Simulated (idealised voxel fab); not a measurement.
voxel ribs on slabs: a process module
This is section cut - it's 160 nm across, gridded in 5 nm square cells.
Throughout this document, each cross-section is represented as a grid of square cells and is presented as a sequence of bands enumerated from the top downward, where a band comprises one or more rows of cells. Within each band entry, the heights of the top and of the bottom of the band appear first, in that order and in nm; the materials of the band then follow from left to right, each with its corresponding width in nm. The designation "throughout" on a single material indicates that it fills the band from edge to edge; the designation "empty" indicates empty space. Heights are expressed relative to 0, this being the level below which the as-received wafer comprises one material exclusively. The lowest band is unbounded in the downward direction and is denoted as in "0 nm and below". Quick explanation for "30->40": the width changes in equal steps down the rows of cells, from the first number in the band's top row to the second number in its bottom row. It should be understood that the words "everything unchanged", when stated for a given step, signify that the cross-section underwent no change in any of its cells during that step. Under "Unvented internal voids" you'll find the enclosed gaps, the ones with no way out to the top, that are 8 cells or bigger; each reads width x height at distance, with distance counted from the left edge, everything in nm. Past the settings on a step's line: simulator remark, on that step. A step's line can hold "overlay nm"; with a mask on that step, the setting says how far right of the planned place the mask lay, while a negative setting says it lay to the left.

## Steps planned for the process
- 1: RECEIVE: material Si
- 2: DIRECTIONAL_DEP: material SiO2, thk nm 20
- 3: DIRECTIONAL_DEP: material polySi, thk nm 20
- 4: MASKED_ETCH: tone cover, mask id RIB, width nm 30, etch materials polySi, depth nm 5, overlay nm 0
- 5: PATTERN: tone cover, mask id SLAB, material resist, width nm 80, thk nm 20, overlay nm 0
- 6: DIRECTIONAL_ETCH: etch materials polySi, depth nm 15
- 7: STRIP: etch materials resist
- 8: FILL_DEP: material SiO2, thk nm 20
- 9: CMP: height nm 55
- 10: DIRECTIONAL_DEP: material W, thk nm 5
- 11: MASKED_ETCH: tone cover, mask id HEATER, width nm 40, etch materials W, depth nm 10, overlay nm 0
- 12: CONFORMAL_DEP: material SiN, thk nm 5
Wafers differ in thk nm at step 10; plan lists the first wafer's value; identical starting state.

## As received, i.e. after step 1: cross-section through the first of several wafers
0 nm and below: Si throughout
Unvented internal voids: none

## Gained (+) or lost (-) cells of each material since receipt, then closed voids: one row per wafer, at the end of the module
thk nm 5 | +34 SiN | +298 SiO2 | +8 W | +54 polySi | Unvented internal voids: none
thk nm 10 | +36 SiN | +298 SiO2 | +16 W | +54 polySi | Unvented internal voids: none
thk nm 15 | +36 SiN | +298 SiO2 | +48 W | +54 polySi | Unvented internal voids: none
thk nm 20 | +36 SiN | +298 SiO2 | +80 W | +54 polySi | Unvented internal voids: none
thk nm 25 | +36 SiN | +298 SiO2 | +112 W | +54 polySi | Unvented internal voids: none
